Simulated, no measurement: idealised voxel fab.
The process module that follows is named voxel air gaps.
The width of the displayed cross-section, cut, is 245 nm; its cells are square, with a size of 5 nm.
If you're reading a cross-section in this doc, picture square cells in a grid; it comes to you as bands, top ones listed first down to the bottom, and a band can be one or more rows of cells.
Band: top height; bottom height; in nm. Then, left to right: material with width in nm, for each material. "throughout": a single material spanning edge to edge. "empty": empty space.
We count height from 0. Below that, the starting wafer is all one material. The lowest band never ends at the bottom but goes on down; see "0 and below" for how that is written.
Per-row width for "30..40": begins at first number (top row of band), ends at second number (bottom row), increment between rows held constant.
"everything unchanged", as given for a step, is the statement that not any cell of the cross-section underwent a change during that step.
"Voids, sealed" specifies each empty space that is not open to the top and that occupies no fewer than 8 cells, using the form width x height at distance, the distance measured from the left edge and all three quantities in nm.
It should be noted that, on the line of a given step, the content following the step's settings is a remark produced by the simulator itself with respect to that step.
overlay nm: where the mask lay relative to plan, measured to the right, on steps with a mask; negatives go left.
LISTED BELOW ARE THE PROCESS STEPS AS PLANNED
1 op RECEIVE | material Si
2 op CONFORMAL_DEP | material SiO2 | thk nm 15
3 op CONFORMAL_DEP | material SiN | thk nm 5
4 op DIRECTIONAL_DEP | material lowk | thk nm 30
5 op DIRECTIONAL_DEP | material aC | thk nm 15
6 op PATTERN | tone open | mask id LINES | material resist | width nm 25 | pitch nm 55 | thk nm 30 | overlay nm 0
7 op DIRECTIONAL_ETCH | etch materials aC | depth nm 15
8 op STRIP | etch materials resist
9 op DIRECTIONAL_ETCH | etch materials lowk | depth nm 30
10 op STRIP | etch materials aC
11 op CONFORMAL_DEP | material TiN | thk nm 5
12 op FILL_DEP | material W | thk nm 10
13 op CMP | height nm 50
14 op EPI | material Ru | thk nm 10
15 op SELECTIVE_ETCH | etch materials lowk | depth nm 40
16 op CONFORMAL_DEP | material SiN | thk nm 5
STEP 1 COMPLETE: CROSS-SECTION OF THE WAFER AS RECEIVED
    0 and below = Si throughout
    Voids, sealed: none
FIRST OF TWO WAFERS: CROSS-SECTION AT END OF MODULE, RUN PER PLAN
    65 down to 60 = empty: 40, then SiN: 165, then empty: 40
    60 down to 50 = empty: 40, then SiN: 5, then Ru: 45, then SiN: 10, then Ru: 45, then SiN: 10, then Ru: 45, then SiN: 5, then empty: 40
    50 down to 45 = empty: 40, then SiN: 15, then TiN: 5, then W: 15, then TiN: 5, then SiN: 30, then TiN: 5, then W: 15, then TiN: 5, then SiN: 30, then TiN: 5, then W: 15, then TiN: 5, then SiN: 15, then empty: 40
    45 down to 25 = empty: 50, then SiN: 5, then TiN: 5, then W: 15, then TiN: 5, then SiN: 5, then empty: 20, then SiN: 5, then TiN: 5, then W: 15, then TiN: 5, then SiN: 5, then empty: 20, then SiN: 5, then TiN: 5, then W: 15, then TiN: 5, then SiN: 5, then empty: 50
    25 down to 20 = SiN: 55, then TiN: 25, then SiN: 30, then TiN: 25, then SiN: 30, then TiN: 25, then SiN: 55
    20 down to 15 = SiN throughout
    15 down to 0 = SiO2 throughout
    0 and below = Si throughout
    Voids, sealed: 20 x 20 at 85; 20 x 20 at 140
WAFER TWO (OF TWO), END-OF-MODULE CROSS-SECTION: START = WAFER ONE, PLAN = WAFER ONE, ONE RUN MISTAKE
    65 down to 60 = empty: 40, then SiN: 165, then empty: 40
    60 down to 50 = empty: 40, then SiN: 5, then Ru: 45, then SiN: 10, then Ru: 45, then SiN: 10, then Ru: 45, then SiN: 5, then empty: 40
    50 down to 25 = empty: 40, then SiN: 5, then Ru: 10, then TiN: 5, then W: 15, then TiN: 5, then Ru: 10, then SiN: 10, then Ru: 10, then TiN: 5, then W: 15, then TiN: 5, then Ru: 10, then SiN: 10, then Ru: 10, then TiN: 5, then W: 15, then TiN: 5, then Ru: 10, then SiN: 5, then empty: 40
    25 down to 20 = SiN: 45, then Ru: 10, then TiN: 25, then Ru: 10, then SiN: 10, then Ru: 10, then TiN: 25, then Ru: 10, then SiN: 10, then Ru: 10, then TiN: 25, then Ru: 10, then SiN: 45
    20 down to 15 = SiN throughout
    15 down to 0 = SiO2 throughout
    0 and below = Si throughout
    Voids, sealed: none
Diagnosis: plan vs actual: 14 and 15 interchanged
Final cells, second wafer relative to first, materials higher or lower: 72 more of Ru | 24 fewer of SiN
Heads up: the first wafer ends with 2 closed voids, the second with 0.
